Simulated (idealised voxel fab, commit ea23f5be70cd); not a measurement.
Proc. module: voxel capacitor over wiring
Cross-section cut spans 245 nm and uses square cells 5 nm in size.
Just so we're on the same page, the cross-sections are grids of square cells, and they're listed out in bands top to bottom, each band one or more rows deep. Look at the band entry: it leads with the top's height and the bottom's height in nm. Then it lists the materials left to right, with a width in nm for each. The word "all across" on a single material says that material fills the band edge to edge. The word "air" is empty space. Heads up on the height convention: 0 is the point under which the incoming wafer is all one material, and the lowest band has no bottom, it just keeps going down, like "from 0 down". It should be noted that a width expressed as "30->40" varies in equal increments from row to row of cells within the band, taking the value of the first number at the top row and that of the second number at the bottom row. Given "no alteration" for a step, no cell of the cross-section differs between before and after that step. "Sealed internal cavities" - sealed voids, min. 8 cells, no opening to top; format: width x height at distance (distance from left edge; nm throughout). If you see something after the settings on a step's line, that's the simulator's own remark about that step. overlay nm: how far to the right of its planned place the mask lay on this masked step (negative: to the left).
plan
1: RECEIVE (material Si)
2: CONFORMAL_DEP (material SiO2; thk nm 15)
3: CONFORMAL_DEP (material SiN; thk nm 5)
4: DIRECTIONAL_DEP (material SiO2; thk nm 20)
5: DIRECTIONAL_DEP (material aC; thk nm 10)
6: PATTERN (tone open; mask id METAL_1; material resist; width nm 25; pitch nm 90; thk nm 25; overlay nm 0)
7: DIRECTIONAL_ETCH (etch materials aC; depth nm 10)
8: STRIP (etch materials resist)
9: DIRECTIONAL_ETCH (etch materials SiO2; depth nm 20)
10: DIRECTIONAL_ETCH (etch materials SiN; depth nm 5)
11: STRIP (etch materials aC)
12: CONFORMAL_DEP (material TiN; thk nm 5)
13: FILL_DEP (material W; thk nm 10)
14: CMP (height nm 40)
15: CONFORMAL_DEP (material SiCN; thk nm 5)
16: DIRECTIONAL_DEP (material lowk; thk nm 20)
17: MASKED_ETCH (tone open; mask id PLUG_1; width nm 15; etch materials lowk; depth nm 20; overlay nm 0)
18: MASKED_ETCH (tone open; mask id PLUG_1; width nm 15; etch materials SiCN; depth nm 5; overlay nm 0)
19: CONFORMAL_DEP (material TiN; thk nm 5)
20: FILL_DEP (material W; thk nm 5)
21: CMP (height nm 65)
22: DIRECTIONAL_DEP (material TiN; thk nm 10)
23: DIRECTIONAL_DEP (material HfO2; thk nm 5)
24: DIRECTIONAL_DEP (material TiN; thk nm 10)
25: DIRECTIONAL_DEP (material aC; thk nm 15)
26: PATTERN (tone cover; mask id UPPER_PLATE; material resist; width nm 70; thk nm 30; overlay nm 0)
27: DIRECTIONAL_ETCH (etch materials aC; depth nm 15)
28: STRIP (etch materials resist)
29: DIRECTIONAL_ETCH (etch materials TiN; depth nm 10)
30: DIRECTIONAL_ETCH (etch materials HfO2; depth nm 5)
31: STRIP (etch materials aC)
32: DIRECTIONAL_DEP (material aC; thk nm 15)
33: PATTERN (tone cover; mask id LOWER_PLATE; material resist; width nm 80; thk nm 30; overlay nm 0)
34: DIRECTIONAL_ETCH (etch materials aC; depth nm 15)
35: STRIP (etch materials resist)
36: DIRECTIONAL_ETCH (etch materials TiN; depth nm 10)
37: STRIP (etch materials aC)
38: FILL_DEP (material SiO2; thk nm 15)
39: CMP (height nm 100)
40: DIRECTIONAL_DEP (material aC; thk nm 15)
41: PATTERN (tone open; mask id PLUG_2; material resist; width nm 15; thk nm 35; overlay nm 0)
42: DIRECTIONAL_ETCH (etch materials aC; depth nm 15)
43: STRIP (etch materials resist)
44: DIRECTIONAL_ETCH (etch materials SiO2; depth nm 10)
45: STRIP (etch materials aC)
46: CONFORMAL_DEP (material TiN; thk nm 5)
47: FILL_DEP (material Ru; thk nm 10)
48: CMP (height nm 100)
49: CONFORMAL_DEP (material SiN; thk nm 5)
Here's what the wafer looked like in cross-section when it arrived - that's after step 1
- from 0 down: Si all across
- Sealed internal cavities: none
Cross-section taken at module completion on the first of two wafers; processed per the plan
- from 105 to 100: SiN all across
- from 100 to 95: SiO2: 85 | TiN: 5 | Ru: 5 | TiN: 5 | SiO2: 145
- from 95 to 90: SiO2: 85 | TiN: 15 | SiO2: 145
- from 90 to 80: SiO2: 75 | TiN: 70 | SiO2: 100
- from 80 to 75: SiO2: 75 | HfO2: 70 | SiO2: 100
- from 75 to 65: SiO2: 70 | TiN: 80 | SiO2: 95
- from 65 to 45: lowk: 75 | TiN: 5 | W: 5 | TiN: 5 | lowk: 155
- from 45 to 40: SiCN: 75 | TiN: 15 | SiCN: 155
- from 40 to 20: SiO2: 65 | TiN: 5 | W: 15 | TiN: 5 | SiO2: 65 | TiN: 5 | W: 15 | TiN: 5 | SiO2: 65
- from 20 to 15: SiN: 65 | TiN: 25 | SiN: 65 | TiN: 25 | SiN: 65
- from 15 to 0: SiO2 all across
- from 0 down: Si all across
- Sealed internal cavities: none
Second of two wafers, module complete, sectioned: it shares the first wafer's start and plan but was run with one mistake
- from 120 to 115: SiN all across
- from 115 to 105: Ru all across
- from 105 to 100: TiN: 90 | Ru: 5 | TiN: 150
- from 100 to 95: SiO2: 85 | TiN: 5 | Ru: 5 | TiN: 5 | SiO2: 145
- from 95 to 90: SiO2: 85 | TiN: 15 | SiO2: 145
- from 90 to 80: SiO2: 75 | TiN: 70 | SiO2: 100
- from 80 to 75: SiO2: 75 | HfO2: 70 | SiO2: 100
- from 75 to 65: SiO2: 70 | TiN: 80 | SiO2: 95
- from 65 to 45: lowk: 75 | TiN: 5 | W: 5 | TiN: 5 | lowk: 155
- from 45 to 40: SiCN: 75 | TiN: 15 | SiCN: 155
- from 40 to 20: SiO2: 65 | TiN: 5 | W: 15 | TiN: 5 | SiO2: 65 | TiN: 5 | W: 15 | TiN: 5 | SiO2: 65
- from 20 to 15: SiN: 65 | TiN: 25 | SiN: 65 | TiN: 25 | SiN: 65
- from 15 to 0: SiO2 all across
- from 0 down: Si all across
- Sealed internal cavities: none
Heads up, the wafer didn't run the way we planned it: step 48 was dropped from the plan's execution and never run
The final cell counts differ between the wafers, with the second having more or fewer of some materials than the first: 99 more of Ru | 48 more of TiN
